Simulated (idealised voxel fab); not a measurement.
process module | voxel trench capacitor
cross-section cut | 190 nm wide | cells 5 nm
A cross-section is a grid of square cells, given in bands from the top down. A band is one or more rows of cells.
Each band's line starts with the height of the band's top and of its bottom, in nm. Then come its materials from left to right, each with its width in nm. One material with "throughout" fills the band from edge to edge. "air" is empty space.
Height 0 is the level under which the wafer as received is all one material. The lowest band goes on downwards, as in "0 down".
A width such as "30 to 40" changes by the same amount from each row of cells to the next, from the band's top row to its bottom row.
"no change" after a step means that no cell of the cross-section changed.
closed voids: empty space of 8 cells or more with no open way to the top, each as width x height at its distance from the left edge, in nm
after a step's settings: what the simulator itself notes on the step
overlay nm, on a step with a mask: how far to the right of its planned place the mask lay; to the left if negative
plan
1 op RECEIVE | material Si
2 op CONFORMAL_DEP | material SiN | thk nm 5
3 op DIRECTIONAL_DEP | material aC | thk nm 10
4 op PATTERN | tone open | mask id TRENCH | material resist | width nm 30 | pitch nm 55 | thk nm 25 | overlay nm 0
5 op DIRECTIONAL_ETCH | etch materials aC | depth nm 10
6 op STRIP | etch materials resist
7 op DIRECTIONAL_ETCH | etch materials SiN | depth nm 5
8 op DIRECTIONAL_ETCH | etch materials Si | depth nm 30
9 op STRIP | etch materials aC
10 op CONFORMAL_DEP | material HfO2 | thk nm 5
11 op CONFORMAL_DEP | material TiN | thk nm 5
12 op FILL_DEP | material W | thk nm 10
13 op CMP | height nm 5
first wafer, as planned
as received, after step 1
  0 down: Si throughout
  closed voids: none
after step 2
  5 to 0: SiN throughout
  below 0: unchanged
after step 3
  15 to 5: aC throughout
  below 5: unchanged
after step 4
  40 to 15: resist 25 | air 30 | resist 25 | air 30 | resist 25 | air 30 | resist 25
  below 15: unchanged
after step 5
  30 to 15: resist 25 | air 30 | resist 25 | air 30 | resist 25 | air 30 | resist 25
  15 to 5: aC 25 | air 30 | aC 25 | air 30 | aC 25 | air 30 | aC 25
  below 5: unchanged
after step 6
  15 to 5: aC 25 | air 30 | aC 25 | air 30 | aC 25 | air 30 | aC 25
  below 5: unchanged
after step 7
  15 to 5: aC 25 | air 30 | aC 25 | air 30 | aC 25 | air 30 | aC 25
  5 to 0: SiN 25 | air 30 | SiN 25 | air 30 | SiN 25 | air 30 | SiN 25
  below 0: unchanged
after step 8
  15 to 5: aC 25 | air 30 | aC 25 | air 30 | aC 25 | air 30 | aC 25
  5 to 0: SiN 25 | air 30 | SiN 25 | air 30 | SiN 25 | air 30 | SiN 25
  0 to -30: Si 25 | air 30 | Si 25 | air 30 | Si 25 | air 30 | Si 25
  below -30: unchanged
after step 9
  5 to 0: SiN 25 | air 30 | SiN 25 | air 30 | SiN 25 | air 30 | SiN 25
  below 0: unchanged
after step 10
  10 to 5: HfO2 30 | air 20 | HfO2 35 | air 20 | HfO2 35 | air 20 | HfO2 30
  5 to 0: SiN 25 | HfO2 5 | air 20 | HfO2 5 | SiN 25 | HfO2 5 | air 20 | HfO2 5 | SiN 25 | HfO2 5 | air 20 | HfO2 5 | SiN 25
  0 to -25: Si 25 | HfO2 5 | air 20 | HfO2 5 | Si 25 | HfO2 5 | air 20 | HfO2 5 | Si 25 | HfO2 5 | air 20 | HfO2 5 | Si 25
  -25 to -30: Si 25 | HfO2 30 | Si 25 | HfO2 30 | Si 25 | HfO2 30 | Si 25
  below -30: unchanged
after step 11
  15 to 10: TiN 35 | air 10 | TiN 45 | air 10 | TiN 45 | air 10 | TiN 35
  10 to 5: HfO2 30 | TiN 5 | air 10 | TiN 5 | HfO2 35 | TiN 5 | air 10 | TiN 5 | HfO2 35 | TiN 5 | air 10 | TiN 5 | HfO2 30
  5 to 0: SiN 25 | HfO2 5 | TiN 5 | air 10 | TiN 5 | HfO2 5 | SiN 25 | HfO2 5 | TiN 5 | air 10 | TiN 5 | HfO2 5 | SiN 25 | HfO2 5 | TiN 5 | air 10 | TiN 5 | HfO2 5 | SiN 25
  0 to -20: Si 25 | HfO2 5 | TiN 5 | air 10 | TiN 5 | HfO2 5 | Si 25 | HfO2 5 | TiN 5 | air 10 | TiN 5 | HfO2 5 | Si 25 | HfO2 5 | TiN 5 | air 10 | TiN 5 | HfO2 5 | Si 25
  -20 to -25: Si 25 | HfO2 5 | TiN 20 | HfO2 5 | Si 25 | HfO2 5 | TiN 20 | HfO2 5 | Si 25 | HfO2 5 | TiN 20 | HfO2 5 | Si 25
  below -25: unchanged
after step 12
  25 to 15: W throughout
  15 to 10: TiN 35 | W 10 | TiN 45 | W 10 | TiN 45 | W 10 | TiN 35
  10 to 5: HfO2 30 | TiN 5 | W 10 | TiN 5 | HfO2 35 | TiN 5 | W 10 | TiN 5 | HfO2 35 | TiN 5 | W 10 | TiN 5 | HfO2 30
  5 to 0: SiN 25 | HfO2 5 | TiN 5 | W 10 | TiN 5 | HfO2 5 | SiN 25 | HfO2 5 | TiN 5 | W 10 | TiN 5 | HfO2 5 | SiN 25 | HfO2 5 | TiN 5 | W 10 | TiN 5 | HfO2 5 | SiN 25
  0 to -20: Si 25 | HfO2 5 | TiN 5 | W 10 | TiN 5 | HfO2 5 | Si 25 | HfO2 5 | TiN 5 | W 10 | TiN 5 | HfO2 5 | Si 25 | HfO2 5 | TiN 5 | W 10 | TiN 5 | HfO2 5 | Si 25
  below -20: unchanged
after step 13
  5 to 0: SiN 25 | HfO2 5 | TiN 5 | W 10 | TiN 5 | HfO2 5 | SiN 25 | HfO2 5 | TiN 5 | W 10 | TiN 5 | HfO2 5 | SiN 25 | HfO2 5 | TiN 5 | W 10 | TiN 5 | HfO2 5 | SiN 25
  below 0: unchanged
second wafer: like start, like plan, one mistake. Through step 7 it matches the first wafer
when step 8 should have ended
  15 to 5: aC 25 | air 30 | aC 25 | air 30 | aC 25 | air 30 | aC 25
  5 to 0: SiN 25 | air 30 | SiN 25 | air 30 | SiN 25 | air 30 | SiN 25
  0 to -35: Si 25 | air 30 | Si 25 | air 30 | Si 25 | air 30 | Si 25
  below -35: unchanged
when step 9 should have ended
  5 to 0: SiN 25 | air 30 | SiN 25 | air 30 | SiN 25 | air 30 | SiN 25
  below 0: unchanged
when step 10 should have ended
  10 to 5: HfO2 30 | air 20 | HfO2 35 | air 20 | HfO2 35 | air 20 | HfO2 30
  5 to 0: SiN 25 | HfO2 5 | air 20 | HfO2 5 | SiN 25 | HfO2 5 | air 20 | HfO2 5 | SiN 25 | HfO2 5 | air 20 | HfO2 5 | SiN 25
  0 to -30: Si 25 | HfO2 5 | air 20 | HfO2 5 | Si 25 | HfO2 5 | air 20 | HfO2 5 | Si 25 | HfO2 5 | air 20 | HfO2 5 | Si 25
  -30 to -35: Si 25 | HfO2 30 | Si 25 | HfO2 30 | Si 25 | HfO2 30 | Si 25
  below -35: unchanged
when step 11 should have ended
  15 to 10: TiN 35 | air 10 | TiN 45 | air 10 | TiN 45 | air 10 | TiN 35
  10 to 5: HfO2 30 | TiN 5 | air 10 | TiN 5 | HfO2 35 | TiN 5 | air 10 | TiN 5 | HfO2 35 | TiN 5 | air 10 | TiN 5 | HfO2 30
  5 to 0: SiN 25 | HfO2 5 | TiN 5 | air 10 | TiN 5 | HfO2 5 | SiN 25 | HfO2 5 | TiN 5 | air 10 | TiN 5 | HfO2 5 | SiN 25 | HfO2 5 | TiN 5 | air 10 | TiN 5 | HfO2 5 | SiN 25
  0 to -25: Si 25 | HfO2 5 | TiN 5 | air 10 | TiN 5 | HfO2 5 | Si 25 | HfO2 5 | TiN 5 | air 10 | TiN 5 | HfO2 5 | Si 25 | HfO2 5 | TiN 5 | air 10 | TiN 5 | HfO2 5 | Si 25
  -25 to -30: Si 25 | HfO2 5 | TiN 20 | HfO2 5 | Si 25 | HfO2 5 | TiN 20 | HfO2 5 | Si 25 | HfO2 5 | TiN 20 | HfO2 5 | Si 25
  below -30: unchanged
when step 12 should have ended
  25 to 15: W throughout
  15 to 10: TiN 35 | W 10 | TiN 45 | W 10 | TiN 45 | W 10 | TiN 35
  10 to 5: HfO2 30 | TiN 5 | W 10 | TiN 5 | HfO2 35 | TiN 5 | W 10 | TiN 5 | HfO2 35 | TiN 5 | W 10 | TiN 5 | HfO2 30
  5 to 0: SiN 25 | HfO2 5 | TiN 5 | W 10 | TiN 5 | HfO2 5 | SiN 25 | HfO2 5 | TiN 5 | W 10 | TiN 5 | HfO2 5 | SiN 25 | HfO2 5 | TiN 5 | W 10 | TiN 5 | HfO2 5 | SiN 25
  0 to -25: Si 25 | HfO2 5 | TiN 5 | W 10 | TiN 5 | HfO2 5 | Si 25 | HfO2 5 | TiN 5 | W 10 | TiN 5 | HfO2 5 | Si 25 | HfO2 5 | TiN 5 | W 10 | TiN 5 | HfO2 5 | Si 25
  below -25: unchanged
when step 13 should have ended
  5 to 0: SiN 25 | HfO2 5 | TiN 5 | W 10 | TiN 5 | HfO2 5 | SiN 25 | HfO2 5 | TiN 5 | W 10 | TiN 5 | HfO2 5 | SiN 25 | HfO2 5 | TiN 5 | W 10 | TiN 5 | HfO2 5 | SiN 25
  below 0: unchanged
what went wrong: step 8 ran as: op DIRECTIONAL_ETCH | etch materials Si | depth nm 35
at the end the second wafer has, in cells: 6 more of HfO2 | 18 fewer of Si | 6 more of TiN | 6 more of W
